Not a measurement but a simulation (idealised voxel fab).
Presented below is a process module, voxel plated lines.
FYI the section here is cut, 245 nm wide, cells are 5 nm squares.
When this document writes out a cross-section, it uses a grid of square cells and lists it as bands, beginning at the top and moving down, with a band standing for one or more rows of cells. Basically the band line says how high the top is and how high the bottom is, in nm, and then what's in it from left to right, every material with its width in nm. Empty space shows up as "empty", and if a single material carries "edge to edge" it runs the full band edge to edge. Note: height 0 marks the level under which the wafer is uniformly one material as received. Lowest band unbounded below, written "0..down". It should be noted that a width expressed as "30 to 40" varies in equal increments from row to row of cells within the band, taking the value of the first number at the top row and that of the second number at the bottom row. What does "all unchanged" mean for a step? It means no cell of the cross-section changed in that step. Each empty space that has no open way to the top and spans at least 8 cells appears under "Closed internal voids" as width x height at distance, the distance counted from the left edge, all in nm. Note: text after step settings on the step line = simulator remark on that step. A step's line can hold "overlay nm"; with a mask on that step, the setting says how far right of the planned place the mask lay, while a negative setting says it lay to the left. Note on reading: below, each pair holds a cross-section from before one process step and one from after it; the one from after shows only down to the lowest band that changed. Beneath the pair, the step in between is stated along with its settings. The pairs can stem from different runs of this module on the same starting wafer. Where a pair's entry headed "Pre-step cross-section" says so, and only there, that pair continues from the pair above it.

PRE-STEP CROSS-SECTION
0..down  Si edge to edge
Closed internal voids: none

POST-STEP SECTION VIEW
5..0  SiO2 edge to edge
Lower than 0, everything is as it was.
Closed internal voids: none
As a process note, the step between the before and after cross-sections shown above is CONFORMAL_DEP (material SiO2; thk nm 5)

Pre-step cross-section: just use the after drawing of the pair above as your starting point.

POST-STEP SECTION VIEW
10..5  TiN edge to edge
Lower than 5, everything is as it was.
Closed internal voids: none
As a process note, the step between the before and after cross-sections shown above is DIRECTIONAL_DEP (material TiN; thk nm 5)

Pre-step cross-section: just use the after drawing of the pair above as your starting point.

POST-STEP SECTION VIEW
50..10  resist=75, empty=20, resist=15, empty=20, resist=15, empty=20, resist=80
Lower than 10, everything is as it was.
Closed internal voids: none
As a process note, the step between the before and after cross-sections shown above is PATTERN (tone open; mask id LINES; material resist; width nm 20; pitch nm 35; thk nm 40; overlay nm 0)

Pre-step cross-section: just use the after drawing of the pair above as your starting point.

POST-STEP SECTION VIEW
50..15  resist=75, empty=20, resist=15, empty=20, resist=15, empty=20, resist=80
15..10  resist=75, Ru=20, resist=15, Ru=20, resist=15, Ru=20, resist=80
Lower than 10, everything is as it was.
Closed internal voids: none
As a process note, the step between the before and after cross-sections shown above is EPI (material Ru; thk nm 5)

Pre-step cross-section: just use the after drawing of the pair above as your starting point.

POST-STEP SECTION VIEW
50..20  resist=75, empty=20, resist=15, empty=20, resist=15, empty=20, resist=80
20..10  resist=75, Ru=20, resist=15, Ru=20, resist=15, Ru=20, resist=80
Lower than 10, everything is as it was.
Closed internal voids: none
As a process note, the step between the before and after cross-sections shown above is EPI (material Ru; thk nm 5)

Pre-step cross-section: just use the after drawing of the pair above as your starting point.

POST-STEP SECTION VIEW
50..25  resist=75, empty=20, resist=15, empty=20, resist=15, empty=20, resist=80
25..10  resist=75, Ru=20, resist=15, Ru=20, resist=15, Ru=20, resist=80
Lower than 10, everything is as it was.
Closed internal voids: none
As a process note, the step between the before and after cross-sections shown above is EPI (material Ru; thk nm 5)

Pre-step cross-section: just use the after drawing of the pair above as your starting point.

POST-STEP SECTION VIEW
25..10  empty=75, Ru=20, empty=15, Ru=20, empty=15, Ru=20, empty=80
Lower than 10, everything is as it was.
Closed internal voids: none
As a process note, the step between the before and after cross-sections shown above is STRIP (etch materials resist)

Pre-step cross-section: just use the after drawing of the pair above as your starting point.

POST-STEP SECTION VIEW
25..10  empty=75, Ru=20, empty=15, Ru=20, empty=15, Ru=20, empty=80
10..5  empty=75, TiN=20, empty=15, TiN=20, empty=15, TiN=20, empty=80
Lower than 5, everything is as it was.
Closed internal voids: none
As a process note, the step between the before and after cross-sections shown above is DIRECTIONAL_ETCH (etch materials TiN; depth nm 5)

Pre-step cross-section: just use the after drawing of the pair above as your starting point.

POST-STEP SECTION VIEW
35..25  empty=65, SiCN=110, empty=70
25..15  empty=65, SiCN=10, Ru=20, SiCN=15, Ru=20, SiCN=15, Ru=20, SiCN=10, empty=70
15..10  SiCN=75, Ru=20, SiCN=15, Ru=20, SiCN=15, Ru=20, SiCN=80
10..5  SiCN=75, TiN=20, SiCN=15, TiN=20, SiCN=15, TiN=20, SiCN=80
Lower than 5, everything is as it was.
Closed internal voids: none
As a process note, the step between the before and after cross-sections shown above is CONFORMAL_DEP (material SiCN; thk nm 10)

PRE-STEP CROSS-SECTION
50..20  resist=75, empty=20, resist=15, empty=20, resist=15, empty=20, resist=80
20..10  resist=75, Ru=20, resist=15, Ru=20, resist=15, Ru=20, resist=80
10..5  TiN edge to edge
5..0  SiO2 edge to edge
0..down  Si edge to edge
Closed internal voids: none

POST-STEP SECTION VIEW
20..10  empty=75, Ru=20, empty=15, Ru=20, empty=15, Ru=20, empty=80
Lower than 10, everything is as it was.
Closed internal voids: none
As a process note, the step between the before and after cross-sections shown above is STRIP (etch materials resist)

Pre-step cross-section: just use the after drawing of the pair above as your starting point.

POST-STEP SECTION VIEW
25..15  empty=70, Ru=30, empty=5, Ru=30, empty=5, Ru=30, empty=75
15..10  Ru edge to edge
Lower than 10, everything is as it was.
Closed internal voids: none
As a process note, the step between the before and after cross-sections shown above is EPI (material Ru; thk nm 5)

Pre-step cross-section: just use the after drawing of the pair above as your starting point.

POST-STEP SECTION VIEW
35..25  empty=60, SiCN=120, empty=65
25..15  SiCN=70, Ru=30, SiCN=5, Ru=30, SiCN=5, Ru=30, SiCN=75
Lower than 15, everything is as it was.
Closed internal voids: none
As a process note, the step between the before and after cross-sections shown above is CONFORMAL_DEP (material SiCN; thk nm 10)

PRE-STEP CROSS-SECTION
25..10  empty=75, Ru=20, empty=15, Ru=20, empty=15, Ru=20, empty=80
10..5  empty=75, TiN=20, empty=15, TiN=20, empty=15, TiN=20, empty=80
5..0  SiO2 edge to edge
0..down  Si edge to edge
Closed internal voids: none

POST-STEP SECTION VIEW
40..25  empty=60, SiCN=120, empty=65
25..20  empty=60, SiCN=15, Ru=20, SiCN=15, Ru=20, SiCN=15, Ru=20, SiCN=15, empty=65
20..10  SiCN=75, Ru=20, SiCN=15, Ru=20, SiCN=15, Ru=20, SiCN=80
10..5  SiCN=75, TiN=20, SiCN=15, TiN=20, SiCN=15, TiN=20, SiCN=80
Lower than 5, everything is as it was.
Closed internal voids: none
As a process note, the step between the before and after cross-sections shown above is CONFORMAL_DEP (material SiCN; thk nm 15)

PRE-STEP CROSS-SECTION
10..5  TiN edge to edge
5..0  SiO2 edge to edge
0..down  Si edge to edge
Closed internal voids: none

POST-STEP SECTION VIEW
50..10  resist=80, empty=15, resist=20, empty=15, resist=20, empty=15, resist=80
Lower than 10, everything is as it was.
Closed internal voids: none
As a process note, the step between the before and after cross-sections shown above is PATTERN (tone open; mask id LINES; material resist; width nm 15; pitch nm 35; thk nm 40; overlay nm 0)

Pre-step cross-section: just use the after drawing of the pair above as your starting point.

POST-STEP SECTION VIEW
50..15  resist=80, empty=15, resist=20, empty=15, resist=20, empty=15, resist=80
15..10  resist=80, Ru=15, resist=20, Ru=15, resist=20, Ru=15, resist=80
Lower than 10, everything is as it was.
Closed internal voids: none
As a process note, the step between the before and after cross-sections shown above is EPI (material Ru; thk nm 5)

Pre-step cross-section: just use the after drawing of the pair above as your starting point.

POST-STEP SECTION VIEW
50..20  resist=80, empty=15, resist=20, empty=15, resist=20, empty=15, resist=80
20..10  resist=80, Ru=15, resist=20, Ru=15, resist=20, Ru=15, resist=80
Lower than 10, everything is as it was.
Closed internal voids: none
As a process note, the step between the before and after cross-sections shown above is EPI (material Ru; thk nm 5)

Pre-step cross-section: just use the after drawing of the pair above as your starting point.

POST-STEP SECTION VIEW
50..25  resist=80, empty=15, resist=20, empty=15, resist=20, empty=15, resist=80
25..10  resist=80, Ru=15, resist=20, Ru=15, resist=20, Ru=15, resist=80
Lower than 10, everything is as it was.
Closed internal voids: none
As a process note, the step between the before and after cross-sections shown above is EPI (material Ru; thk nm 5)

Pre-step cross-section: just use the after drawing of the pair above as your starting point.

POST-STEP SECTION VIEW
25..10  empty=80, Ru=15, empty=20, Ru=15, empty=20, Ru=15, empty=80
Lower than 10, everything is as it was.
Closed internal voids: none
As a process note, the step between the before and after cross-sections shown above is STRIP (etch materials resist)

Pre-step cross-section: just use the after drawing of the pair above as your starting point.

POST-STEP SECTION VIEW
25..10  empty=80, Ru=15, empty=20, Ru=15, empty=20, Ru=15, empty=80
10..5  empty=80, TiN=15, empty=20, TiN=15, empty=20, TiN=15, empty=80
Lower than 5, everything is as it was.
Closed internal voids: none
As a process note, the step between the before and after cross-sections shown above is DIRECTIONAL_ETCH (etch materials TiN; depth nm 5)

Pre-step cross-section: just use the after drawing of the pair above as your starting point.

POST-STEP SECTION VIEW
35..25  empty=70, SiCN=105, empty=70
25..15  empty=70, SiCN=10, Ru=15, SiCN=20, Ru=15, SiCN=20, Ru=15, SiCN=10, empty=70
15..10  SiCN=80, Ru=15, SiCN=20, Ru=15, SiCN=20, Ru=15, SiCN=80
10..5  SiCN=80, TiN=15, SiCN=20, TiN=15, SiCN=20, TiN=15, SiCN=80
Lower than 5, everything is as it was.
Closed internal voids: none
As a process note, the step between the before and after cross-sections shown above is CONFORMAL_DEP (material SiCN; thk nm 10)

PRE-STEP CROSS-SECTION
10..5  TiN edge to edge
5..0  SiO2 edge to edge
0..down  Si edge to edge
Closed internal voids: none

POST-STEP SECTION VIEW
50..10  resist=80, empty=20, resist=15, empty=20, resist=15, empty=20, resist=75
Lower than 10, everything is as it was.
Closed internal voids: none
As a process note, the step between the before and after cross-sections shown above is PATTERN (tone open; mask id LINES; material resist; width nm 20; pitch nm 35; thk nm 40; overlay nm 5)

Pre-step cross-section: just use the after drawing of the pair above as your starting point.

POST-STEP SECTION VIEW
50..15  resist=80, empty=20, resist=15, empty=20, resist=15, empty=20, resist=75
15..10  resist=80, Ru=20, resist=15, Ru=20, resist=15, Ru=20, resist=75
Lower than 10, everything is as it was.
Closed internal voids: none
As a process note, the step between the before and after cross-sections shown above is EPI (material Ru; thk nm 5)

Pre-step cross-section: just use the after drawing of the pair above as your starting point.

POST-STEP SECTION VIEW
50..20  resist=80, empty=20, resist=15, empty=20, resist=15, empty=20, resist=75
20..10  resist=80, Ru=20, resist=15, Ru=20, resist=15, Ru=20, resist=75
Lower than 10, everything is as it was.
Closed internal voids: none
As a process note, the step between the before and after cross-sections shown above is EPI (material Ru; thk nm 5)

Pre-step cross-section: just use the after drawing of the pair above as your starting point.

POST-STEP SECTION VIEW
50..25  resist=80, empty=20, resist=15, empty=20, resist=15, empty=20, resist=75
25..10  resist=80, Ru=20, resist=15, Ru=20, resist=15, Ru=20, resist=75
Lower than 10, everything is as it was.
Closed internal voids: none
As a process note, the step between the before and after cross-sections shown above is EPI (material Ru; thk nm 5)

Pre-step cross-section: just use the after drawing of the pair above as your starting point.

POST-STEP SECTION VIEW
25..10  empty=80, Ru=20, empty=15, Ru=20, empty=15, Ru=20, empty=75
Lower than 10, everything is as it was.
Closed internal voids: none
As a process note, the step between the before and after cross-sections shown above is STRIP (etch materials resist)

Pre-step cross-section: just use the after drawing of the pair above as your starting point.

POST-STEP SECTION VIEW
25..10  empty=80, Ru=20, empty=15, Ru=20, empty=15, Ru=20, empty=75
10..5  empty=80, TiN=20, empty=15, TiN=20, empty=15, TiN=20, empty=75
Lower than 5, everything is as it was.
Closed internal voids: none
As a process note, the step between the before and after cross-sections shown above is DIRECTIONAL_ETCH (etch materials TiN; depth nm 5)

Pre-step cross-section: just use the after drawing of the pair above as your starting point.

POST-STEP SECTION VIEW
35..25  empty=70, SiCN=110, empty=65
25..15  empty=70, SiCN=10, Ru=20, SiCN=15, Ru=20, SiCN=15, Ru=20, SiCN=10, empty=65
15..10  SiCN=80, Ru=20, SiCN=15, Ru=20, SiCN=15, Ru=20, SiCN=75
10..5  SiCN=80, TiN=20, SiCN=15, TiN=20, SiCN=15, TiN=20, SiCN=75
Lower than 5, everything is as it was.
Closed internal voids: none
As a process note, the step between the before and after cross-sections shown above is CONFORMAL_DEP (material SiCN; thk nm 10)

PRE-STEP CROSS-SECTION
5..0  SiO2 edge to edge
0..down  Si edge to edge
Closed internal voids: none

POST-STEP SECTION VIEW
10..5  SiCN edge to edge
Lower than 5, everything is as it was.
Closed internal voids: none
As a process note, the step between the before and after cross-sections shown above is DIRECTIONAL_DEP (material SiCN; thk nm 5)

Pre-step cross-section: just use the after drawing of the pair above as your starting point.

POST-STEP SECTION VIEW
50..10  resist=75, empty=20, resist=15, empty=20, resist=15, empty=20, resist=80
Lower than 10, everything is as it was.
Closed internal voids: none
As a process note, the step between the before and after cross-sections shown above is PATTERN (tone open; mask id LINES; material resist; width nm 20; pitch nm 35; thk nm 40; overlay nm 0)

Pre-step cross-section: just use the after drawing of the pair above as your starting point.

POST-STEP SECTION VIEW
10..5  SiCN edge to edge
Lower than 5, everything is as it was.
Closed internal voids: none
As a process note, the step between the before and after cross-sections shown above is STRIP (etch materials resist)

Pre-step cross-section: just use the after drawing of the pair above as your starting point.

POST-STEP SECTION VIEW
20..5  SiCN edge to edge
Lower than 5, everything is as it was.
Closed internal voids: none
As a process note, the step between the before and after cross-sections shown above is CONFORMAL_DEP (material SiCN; thk nm 10)

PRE-STEP CROSS-SECTION
10..5  TiN edge to edge
5..0  SiO2 edge to edge
0..down  Si edge to edge
Closed internal voids: none

POST-STEP SECTION VIEW
50..10  empty=75, resist=20, empty=15, resist=20, empty=15, resist=20, empty=80
Lower than 10, everything is as it was.
Closed internal voids: none
As a process note, the step between the before and after cross-sections shown above is PATTERN (tone cover; mask id LINES; material resist; width nm 20; pitch nm 35; thk nm 40; overlay nm 0)

Pre-step cross-section: just use the after drawing of the pair above as your starting point.

POST-STEP SECTION VIEW
50..15  empty=75, resist=20, empty=15, resist=20, empty=15, resist=20, empty=80
15..10  Ru=75, resist=20, Ru=15, resist=20, Ru=15, resist=20, Ru=80
Lower than 10, everything is as it was.
Closed internal voids: none
As a process note, the step between the before and after cross-sections shown above is EPI (material Ru; thk nm 5)

Pre-step cross-section: just use the after drawing of the pair above as your starting point.

POST-STEP SECTION VIEW
50..20  empty=75, resist=20, empty=15, resist=20, empty=15, resist=20, empty=80
20..10  Ru=75, resist=20, Ru=15, resist=20, Ru=15, resist=20, Ru=80
Lower than 10, everything is as it was.
Closed internal voids: none
As a process note, the step between the before and after cross-sections shown above is EPI (material Ru; thk nm 5)

Pre-step cross-section: just use the after drawing of the pair above as your starting point.

POST-STEP SECTION VIEW
50..25  empty=75, resist=20, empty=15, resist=20, empty=15, resist=20, empty=80
25..10  Ru=75, resist=20, Ru=15, resist=20, Ru=15, resist=20, Ru=80
Lower than 10, everything is as it was.
Closed internal voids: none
As a process note, the step between the before and after cross-sections shown above is EPI (material Ru; thk nm 5)

Pre-step cross-section: just use the after drawing of the pair above as your starting point.

POST-STEP SECTION VIEW
25..10  Ru=75, empty=20, Ru=15, empty=20, Ru=15, empty=20, Ru=80
Lower than 10, everything is as it was.
Closed internal voids: none
As a process note, the step between the before and after cross-sections shown above is STRIP (etch materials resist)

Pre-step cross-section: just use the after drawing of the pair above as your starting point.

POST-STEP SECTION VIEW
25..10  Ru=75, empty=20, Ru=15, empty=20, Ru=15, empty=20, Ru=80
10..5  TiN=75, empty=20, TiN=15, empty=20, TiN=15, empty=20, TiN=80
Lower than 5, everything is as it was.
Closed internal voids: none
As a process note, the step between the before and after cross-sections shown above is DIRECTIONAL_ETCH (etch materials TiN; depth nm 5)

Pre-step cross-section: just use the after drawing of the pair above as your starting point.

POST-STEP SECTION VIEW
35..25  SiCN edge to edge
25..10  Ru=75, SiCN=20, Ru=15, SiCN=20, Ru=15, SiCN=20, Ru=80
10..5  TiN=75, SiCN=20, TiN=15, SiCN=20, TiN=15, SiCN=20, TiN=80
Lower than 5, everything is as it was.
Closed internal voids: none
As a process note, the step between the before and after cross-sections shown above is CONFORMAL_DEP (material SiCN; thk nm 10)
